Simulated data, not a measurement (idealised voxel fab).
process module | voxel gate over fins
cross-section cut | 265 nm wide | cells 5 nm
A cross-section is a grid of square cells, given in bands from the top down. A band is one or more rows of cells.
Each band's line starts with the height of the band's top and of its bottom, in nm. Then come its materials from left to right, each with its width in nm. One material with "throughout" fills the band from edge to edge. "air" is empty space.
Height 0 is the level under which the wafer as received is all one material. The lowest band goes on downwards, as in "0 down".
A width such as "30 to 40" changes by the same amount from each row of cells to the next, from the band's top row to its bottom row.
"no change" after a step means that no cell of the cross-section changed.
closed voids: empty space of 8 cells or more with no open way to the top, each as width x height at its distance from the left edge, in nm
after a step's settings: what the simulator itself notes on the step
overlay nm, on a step with a mask: how far to the right of its planned place the mask lay; to the left if negative
Each pair below shows a cross-section before one step and the cross-section after it, down to the lowest band that changed. The line under each pair gives the step between them, with its settings. The pairs can come from different runs of this module on the same starting wafer, so a pair continues from the pair above only where its "before" says so.
before
  15 to 10: TiN 130 | air 10 | TiN 125
  10 to 0: SiO2 100 | SiN 15 | SiO2 10 | TiN 5 | air 10 | TiN 5 | SiO2 5 | SiN 15 | SiO2 100
  0 to -30: SiO2 100 | Si 15 | SiO2 10 | TiN 5 | air 10 | TiN 5 | SiO2 5 | Si 15 | SiO2 100
  -30 to -35: SiO2 100 | Si 15 | SiO2 10 | TiN 20 | SiO2 5 | Si 15 | SiO2 100
  -35 to -40: SiO2 100 | Si 15 | SiO2 35 | Si 15 | SiO2 100
  -40 down: Si throughout
  closed voids: none
after
  25 to 15: W throughout
  15 to 10: TiN 130 | W 10 | TiN 125
  10 to 0: SiO2 100 | SiN 15 | SiO2 10 | TiN 5 | W 10 | TiN 5 | SiO2 5 | SiN 15 | SiO2 100
  0 to -30: SiO2 100 | Si 15 | SiO2 10 | TiN 5 | W 10 | TiN 5 | SiO2 5 | Si 15 | SiO2 100
  below -30: unchanged
  closed voids: none
the step between: op FILL_DEP | material W | thk nm 10
before: the cross-section after the pair above
after
  10 to 0: SiO2 100 | SiN 15 | SiO2 10 | TiN 5 | W 10 | TiN 5 | SiO2 5 | SiN 15 | SiO2 100
  below 0: unchanged
  closed voids: none
the step between: op CMP | height nm 10
before: the cross-section after the pair above
after
  10 to 0: SiO2 100 | SiN 15 | SiO2 10 | air 20 | SiO2 5 | SiN 15 | SiO2 100
  0 to -15: SiO2 100 | Si 15 | SiO2 10 | air 20 | SiO2 5 | Si 15 | SiO2 100
  below -15: unchanged
  closed voids: none
the step between: op SELECTIVE_ETCH | etch materials W Ru TiN | depth nm 25
before: the cross-section after the pair above
after
  15 to 10: SiO2 throughout
  10 to 0: SiO2 100 | SiN 15 | SiO2 35 | SiN 15 | SiO2 100
  0 to -15: SiO2 100 | Si 15 | SiO2 35 | Si 15 | SiO2 100
  below -15: unchanged
  closed voids: none
the step between: op FILL_DEP | material SiO2 | thk nm 5
before: the cross-section after the pair above
after
  10 to 0: SiO2 100 | SiN 15 | SiO2 35 | SiN 15 | SiO2 100
  below 0: unchanged
  closed voids: none
the step between: op CMP | height nm 10
before: the cross-section after the pair above
after
  10 to 0: air 100 | SiN 15 | air 35 | SiN 15 | air 100
  0 to -10: air 100 | Si 15 | air 35 | Si 15 | air 100
  below -10: unchanged
  closed voids: none
the step between: op SELECTIVE_ETCH | etch materials SiO2 | depth nm 20
before: the cross-section after the pair above
after
  0 to -10: air 100 | Si 15 | air 35 | Si 15 | air 100
  below -10: unchanged
  closed voids: none
the step between: op STRIP | etch materials SiN
before: the cross-section after the pair above
after
  5 to 0: air 95 | HfO2 25 | air 25 | HfO2 25 | air 95
  0 to -5: air 95 | HfO2 5 | Si 15 | HfO2 5 | air 25 | HfO2 5 | Si 15 | HfO2 5 | air 95
  -5 to -10: HfO2 100 | Si 15 | HfO2 35 | Si 15 | HfO2 100
  below -10: unchanged
  closed voids: none
the step between: op CONFORMAL_DEP | material HfO2 | thk nm 5
before: the cross-section after the pair above
after
  10 to 5: air 90 | TiN 35 | air 15 | TiN 35 | air 90
  5 to 0: air 90 | TiN 5 | HfO2 25 | TiN 5 | air 15 | TiN 5 | HfO2 25 | TiN 5 | air 90
  0 to -5: TiN 95 | HfO2 5 | Si 15 | HfO2 5 | TiN 25 | HfO2 5 | Si 15 | HfO2 5 | TiN 95
  below -5: unchanged
  closed voids: none
the step between: op CONFORMAL_DEP | material TiN | thk nm 5
before: the cross-section after the pair above
after
  15 to 10: air 85 | TiAl 45 | air 5 | TiAl 45 | air 85
  10 to 5: air 85 | TiAl 5 | TiN 35 | TiAl 5 | air 5 | TiAl 5 | TiN 35 | TiAl 5 | air 85
  5 to 0: TiAl 90 | TiN 5 | HfO2 25 | TiN 5 | TiAl 15 | TiN 5 | HfO2 25 | TiN 5 | TiAl 90
  below 0: unchanged
  closed voids: none
the step between: op CONFORMAL_DEP | material TiAl | thk nm 5
before: the cross-section after the pair above
after
  20 to 15: air 80 | TiN 105 | air 80
  15 to 10: air 80 | TiN 5 | TiAl 45 | TiN 5 | TiAl 45 | TiN 5 | air 80
  10 to 5: TiN 85 | TiAl 5 | TiN 35 | TiAl 5 | TiN 5 | TiAl 5 | TiN 35 | TiAl 5 | TiN 85
  below 5: unchanged
  closed voids: none
the step between: op CONFORMAL_DEP | material TiN | thk nm 5
before: the cross-section after the pair above
after
  30 to 20: W throughout
  20 to 15: W 80 | TiN 105 | W 80
  15 to 10: W 80 | TiN 5 | TiAl 45 | TiN 5 | TiAl 45 | TiN 5 | W 80
  below 10: unchanged
  closed voids: none
the step between: op FILL_DEP | material W | thk nm 10
before: the cross-section after the pair above
after
  25 to 20: W throughout
  below 20: unchanged
  closed voids: none
the step between: op CMP | height nm 25
before: the cross-section after the pair above
after
  35 to 25: SiCN throughout
  below 25: unchanged
  closed voids: none
the step between: op CONFORMAL_DEP | material SiCN | thk nm 10
before
  10 to 0: SiO2 100 | SiN 15 | SiO2 35 | SiN 15 | SiO2 100
  0 to -40: SiO2 100 | Si 15 | SiO2 35 | Si 15 | SiO2 100
  -40 down: Si throughout
  closed voids: none
after
  25 to 10: resist 135 | air 15 | resist 115
  below 10: unchanged
  closed voids: none
the step between: op PATTERN | tone open | mask id RAIL | material resist | width nm 15 | thk nm 15 | overlay nm 10
before: the cross-section after the pair above
after
  25 to 10: resist 135 | air 15 | resist 115
  10 to 0: SiO2 100 | SiN 15 | SiO2 20 | air 15 | SiN 15 | SiO2 100
  0 to -35: SiO2 100 | Si 15 | SiO2 20 | air 15 | Si 15 | SiO2 100
  below -35: unchanged
  closed voids: none
the step between: op DIRECTIONAL_ETCH | etch materials SiO2 | depth nm 45
before: the cross-section after the pair above
after
  10 to 0: SiO2 100 | SiN 15 | SiO2 20 | air 15 | SiN 15 | SiO2 100
  below 0: unchanged
  closed voids: none
the step between: op STRIP | etch materials resist
before: the cross-section after the pair above
after
  15 to 10: TiN 140 | air 5 | TiN 120
  10 to 0: SiO2 100 | SiN 15 | SiO2 20 | TiN 5 | air 5 | TiN 5 | SiN 15 | SiO2 100
  0 to -30: SiO2 100 | Si 15 | SiO2 20 | TiN 5 | air 5 | TiN 5 | Si 15 | SiO2 100
  -30 to -35: SiO2 100 | Si 15 | SiO2 20 | TiN 15 | Si 15 | SiO2 100
  below -35: unchanged
  closed voids: none
the step between: op CONFORMAL_DEP | material TiN | thk nm 5
before: the cross-section after the pair above
after
  25 to 15: W throughout
  15 to 10: TiN 140 | W 5 | TiN 120
  10 to 0: SiO2 100 | SiN 15 | SiO2 20 | TiN 5 | W 5 | TiN 5 | SiN 15 | SiO2 100
  0 to -30: SiO2 100 | Si 15 | SiO2 20 | TiN 5 | W 5 | TiN 5 | Si 15 | SiO2 100
  below -30: unchanged
  closed voids: none
the step between: op FILL_DEP | material W | thk nm 10
before: the cross-section after the pair above
after
  10 to 0: SiO2 100 | SiN 15 | SiO2 20 | TiN 5 | W 5 | TiN 5 | SiN 15 | SiO2 100
  below 0: unchanged
  closed voids: none
the step between: op CMP | height nm 10
before: the cross-section after the pair above
after
  10 to 0: SiO2 100 | SiN 15 | SiO2 20 | air 15 | SiN 15 | SiO2 100
  0 to -15: SiO2 100 | Si 15 | SiO2 20 | air 15 | Si 15 | SiO2 100
  below -15: unchanged
  closed voids: none
the step between: op SELECTIVE_ETCH | etch materials W Ru TiN | depth nm 25
before: the cross-section after the pair above
after
  15 to 10: SiO2 throughout
  10 to 0: SiO2 100 | SiN 15 | SiO2 35 | SiN 15 | SiO2 100
  0 to -15: SiO2 100 | Si 15 | SiO2 35 | Si 15 | SiO2 100
  below -15: unchanged
  closed voids: none
the step between: op FILL_DEP | material SiO2 | thk nm 5
before: the cross-section after the pair above
after
  10 to 0: SiO2 100 | SiN 15 | SiO2 35 | SiN 15 | SiO2 100
  below 0: unchanged
  closed voids: none
the step between: op CMP | height nm 10
before: the cross-section after the pair above
after
  10 to 0: air 100 | SiN 15 | air 35 | SiN 15 | air 100
  0 to -10: air 100 | Si 15 | air 35 | Si 15 | air 100
  below -10: unchanged
  closed voids: none
the step between: op SELECTIVE_ETCH | etch materials SiO2 | depth nm 20
before: the cross-section after the pair above
after
  0 to -10: air 100 | Si 15 | air 35 | Si 15 | air 100
  below -10: unchanged
  closed voids: none
the step between: op STRIP | etch materials SiN
before: the cross-section after the pair above
after
  5 to 0: air 95 | HfO2 25 | air 25 | HfO2 25 | air 95
  0 to -5: air 95 | HfO2 5 | Si 15 | HfO2 5 | air 25 | HfO2 5 | Si 15 | HfO2 5 | air 95
  -5 to -10: HfO2 100 | Si 15 | HfO2 35 | Si 15 | HfO2 100
  below -10: unchanged
  closed voids: none
the step between: op CONFORMAL_DEP | material HfO2 | thk nm 5
before: the cross-section after the pair above
after
  10 to 5: air 90 | TiN 35 | air 15 | TiN 35 | air 90
  5 to 0: air 90 | TiN 5 | HfO2 25 | TiN 5 | air 15 | TiN 5 | HfO2 25 | TiN 5 | air 90
  0 to -5: TiN 95 | HfO2 5 | Si 15 | HfO2 5 | TiN 25 | HfO2 5 | Si 15 | HfO2 5 | TiN 95
  below -5: unchanged
  closed voids: none
the step between: op CONFORMAL_DEP | material TiN | thk nm 5
before: the cross-section after the pair above
after
  15 to 10: air 85 | TiAl 45 | air 5 | TiAl 45 | air 85
  10 to 5: air 85 | TiAl 5 | TiN 35 | TiAl 5 | air 5 | TiAl 5 | TiN 35 | TiAl 5 | air 85
  5 to 0: TiAl 90 | TiN 5 | HfO2 25 | TiN 5 | TiAl 15 | TiN 5 | HfO2 25 | TiN 5 | TiAl 90
  below 0: unchanged
  closed voids: none
the step between: op CONFORMAL_DEP | material TiAl | thk nm 5
before: the cross-section after the pair above
after
  20 to 15: air 80 | TiN 105 | air 80
  15 to 10: air 80 | TiN 5 | TiAl 45 | TiN 5 | TiAl 45 | TiN 5 | air 80
  10 to 5: TiN 85 | TiAl 5 | TiN 35 | TiAl 5 | TiN 5 | TiAl 5 | TiN 35 | TiAl 5 | TiN 85
  below 5: unchanged
  closed voids: none
the step between: op CONFORMAL_DEP | material TiN | thk nm 5
before: the cross-section after the pair above
after
  30 to 20: W throughout
  20 to 15: W 80 | TiN 105 | W 80
  15 to 10: W 80 | TiN 5 | TiAl 45 | TiN 5 | TiAl 45 | TiN 5 | W 80
  below 10: unchanged
  closed voids: none
the step between: op FILL_DEP | material W | thk nm 10
before: the cross-section after the pair above
after
  25 to 20: W throughout
  below 20: unchanged
  closed voids: none
the step between: op CMP | height nm 25
before: the cross-section after the pair above
after
  35 to 25: SiCN throughout
  below 25: unchanged
  closed voids: none
the step between: op CONFORMAL_DEP | material SiCN | thk nm 10
before
  15 to 10: air 85 | TiAl 45 | air 5 | TiAl 45 | air 85
  10 to 5: air 85 | TiAl 5 | TiN 35 | TiAl 5 | air 5 | TiAl 5 | TiN 35 | TiAl 5 | air 85
  5 to 0: TiAl 90 | TiN 5 | HfO2 25 | TiN 5 | TiAl 15 | TiN 5 | HfO2 25 | TiN 5 | TiAl 90
  0 to -5: TiN 95 | HfO2 5 | Si 15 | HfO2 5 | TiN 25 | HfO2 5 | Si 15 | HfO2 5 | TiN 95
  -5 to -10: HfO2 100 | Si 15 | HfO2 35 | Si 15 | HfO2 100
  -10 to -15: SiO2 100 | Si 15 | SiO2 35 | Si 15 | SiO2 100
  -15 to -30: SiO2 100 | Si 15 | SiO2 10 | TiN 5 | W 5 | TiN 5 | SiO2 10 | Si 15 | SiO2 100
  -30 to -35: SiO2 100 | Si 15 | SiO2 10 | TiN 15 | SiO2 10 | Si 15 | SiO2 100
  -35 to -40: SiO2 100 | Si 15 | SiO2 35 | Si 15 | SiO2 100
  -40 down: Si throughout
  closed voids: none
after
  20 to 15: air 80 | SiO2 105 | air 80
  15 to 10: air 80 | SiO2 5 | TiAl 45 | SiO2 5 | TiAl 45 | SiO2 5 | air 80
  10 to 5: SiO2 85 | TiAl 5 | TiN 35 | TiAl 5 | SiO2 5 | TiAl 5 | TiN 35 | TiAl 5 | SiO2 85
  below 5: unchanged
  closed voids: none
the step between: op CONFORMAL_DEP | material SiO2 | thk nm 5
before: the cross-section after the pair above
after
  30 to 20: W throughout
  20 to 15: W 80 | SiO2 105 | W 80
  15 to 10: W 80 | SiO2 5 | TiAl 45 | SiO2 5 | TiAl 45 | SiO2 5 | W 80
  below 10: unchanged
  closed voids: none
the step between: op FILL_DEP | material W | thk nm 10
before: the cross-section after the pair above
after
  25 to 20: W throughout
  below 20: unchanged
  closed voids: none
the step between: op CMP | height nm 25
before: the cross-section after the pair above
after
  35 to 25: SiCN throughout
  below 25: unchanged
  closed voids: none
the step between: op CONFORMAL_DEP | material SiCN | thk nm 10
before
  10 to 0: SiO2 100 | SiN 15 | SiO2 35 | SiN 15 | SiO2 100
  0 to -40: SiO2 100 | Si 15 | SiO2 35 | Si 15 | SiO2 100
  -40 down: Si throughout
  closed voids: none
after
  25 to 10: air 125 | resist 15 | air 125
  below 10: unchanged
  closed voids: none
the step between: op PATTERN | tone cover | mask id RAIL | material resist | width nm 15 | thk nm 15 | overlay nm 0
before: the cross-section after the pair above
after
  25 to 10: air 125 | resist 15 | air 125
  10 to 0: air 100 | SiN 15 | air 10 | SiO2 15 | air 10 | SiN 15 | air 100
  0 to -35: air 100 | Si 15 | air 10 | SiO2 15 | air 10 | Si 15 | air 100
  below -35: unchanged
  closed voids: none
the step between: op DIRECTIONAL_ETCH | etch materials SiO2 | depth nm 45
before: the cross-section after the pair above
after
  10 to 0: air 100 | SiN 15 | air 10 | SiO2 15 | air 10 | SiN 15 | air 100
  below 0: unchanged
  closed voids: none
the step between: op STRIP | etch materials resist
before: the cross-section after the pair above
after
  15 to 10: air 95 | TiN 75 | air 95
  10 to 0: air 95 | TiN 5 | SiN 15 | TiN 10 | SiO2 15 | TiN 10 | SiN 15 | TiN 5 | air 95
  0 to -30: air 95 | TiN 5 | Si 15 | TiN 10 | SiO2 15 | TiN 10 | Si 15 | TiN 5 | air 95
  -30 to -35: TiN 100 | Si 15 | TiN 10 | SiO2 15 | TiN 10 | Si 15 | TiN 100
  below -35: unchanged
  closed voids: none
the step between: op CONFORMAL_DEP | material TiN | thk nm 5
before: the cross-section after the pair above
after
  25 to 15: W throughout
  15 to 10: W 95 | TiN 75 | W 95
  10 to 0: W 95 | TiN 5 | SiN 15 | TiN 10 | SiO2 15 | TiN 10 | SiN 15 | TiN 5 | W 95
  0 to -30: W 95 | TiN 5 | Si 15 | TiN 10 | SiO2 15 | TiN 10 | Si 15 | TiN 5 | W 95
  below -30: unchanged
  closed voids: none
the step between: op FILL_DEP | material W | thk nm 10
before: the cross-section after the pair above
after
  10 to 0: W 95 | TiN 5 | SiN 15 | TiN 10 | SiO2 15 | TiN 10 | SiN 15 | TiN 5 | W 95
  below 0: unchanged
  closed voids: none
the step between: op CMP | height nm 10
before: the cross-section after the pair above
after
  10 to 0: air 100 | SiN 15 | air 10 | SiO2 15 | air 10 | SiN 15 | air 100
  0 to -15: air 100 | Si 15 | air 10 | SiO2 15 | air 10 | Si 15 | air 100
  below -15: unchanged
  closed voids: none
the step between: op SELECTIVE_ETCH | etch materials W Ru TiN | depth nm 25
before: the cross-section after the pair above
after
  15 to 10: SiO2 throughout
  10 to 0: SiO2 100 | SiN 15 | SiO2 35 | SiN 15 | SiO2 100
  0 to -15: SiO2 100 | Si 15 | SiO2 35 | Si 15 | SiO2 100
  below -15: unchanged
  closed voids: none
the step between: op FILL_DEP | material SiO2 | thk nm 5
before: the cross-section after the pair above
after
  10 to 0: SiO2 100 | SiN 15 | SiO2 35 | SiN 15 | SiO2 100
  below 0: unchanged
  closed voids: none
the step between: op CMP | height nm 10
before: the cross-section after the pair above
after
  10 to 0: air 100 | SiN 15 | air 35 | SiN 15 | air 100
  0 to -10: air 100 | Si 15 | air 35 | Si 15 | air 100
  below -10: unchanged
  closed voids: none
the step between: op SELECTIVE_ETCH | etch materials SiO2 | depth nm 20
before: the cross-section after the pair above
after
  0 to -10: air 100 | Si 15 | air 35 | Si 15 | air 100
  below -10: unchanged
  closed voids: none
the step between: op STRIP | etch materials SiN
before: the cross-section after the pair above
after
  5 to 0: air 95 | HfO2 25 | air 25 | HfO2 25 | air 95
  0 to -5: air 95 | HfO2 5 | Si 15 | HfO2 5 | air 25 | HfO2 5 | Si 15 | HfO2 5 | air 95
  -5 to -10: HfO2 100 | Si 15 | HfO2 35 | Si 15 | HfO2 100
  below -10: unchanged
  closed voids: none
the step between: op CONFORMAL_DEP | material HfO2 | thk nm 5
before: the cross-section after the pair above
after
  10 to 5: air 90 | TiN 35 | air 15 | TiN 35 | air 90
  5 to 0: air 90 | TiN 5 | HfO2 25 | TiN 5 | air 15 | TiN 5 | HfO2 25 | TiN 5 | air 90
  0 to -5: TiN 95 | HfO2 5 | Si 15 | HfO2 5 | TiN 25 | HfO2 5 | Si 15 | HfO2 5 | TiN 95
  below -5: unchanged
  closed voids: none
the step between: op CONFORMAL_DEP | material TiN | thk nm 5
before: the cross-section after the pair above
after
  15 to 10: air 85 | TiAl 45 | air 5 | TiAl 45 | air 85
  10 to 5: air 85 | TiAl 5 | TiN 35 | TiAl 5 | air 5 | TiAl 5 | TiN 35 | TiAl 5 | air 85
  5 to 0: TiAl 90 | TiN 5 | HfO2 25 | TiN 5 | TiAl 15 | TiN 5 | HfO2 25 | TiN 5 | TiAl 90
  below 0: unchanged
  closed voids: none
the step between: op CONFORMAL_DEP | material TiAl | thk nm 5
before: the cross-section after the pair above
after
  20 to 15: air 80 | TiN 105 | air 80
  15 to 10: air 80 | TiN 5 | TiAl 45 | TiN 5 | TiAl 45 | TiN 5 | air 80
  10 to 5: TiN 85 | TiAl 5 | TiN 35 | TiAl 5 | TiN 5 | TiAl 5 | TiN 35 | TiAl 5 | TiN 85
  below 5: unchanged
  closed voids: none
the step between: op CONFORMAL_DEP | material TiN | thk nm 5
before: the cross-section after the pair above
after
  30 to 20: W throughout
  20 to 15: W 80 | TiN 105 | W 80
  15 to 10: W 80 | TiN 5 | TiAl 45 | TiN 5 | TiAl 45 | TiN 5 | W 80
  below 10: unchanged
  closed voids: none
the step between: op FILL_DEP | material W | thk nm 10
before: the cross-section after the pair above
after
  25 to 20: W throughout
  below 20: unchanged
  closed voids: none
the step between: op CMP | height nm 25
before: the cross-section after the pair above
after
  35 to 25: SiCN throughout
  below 25: unchanged
  closed voids: none
the step between: op CONFORMAL_DEP | material SiCN | thk nm 10
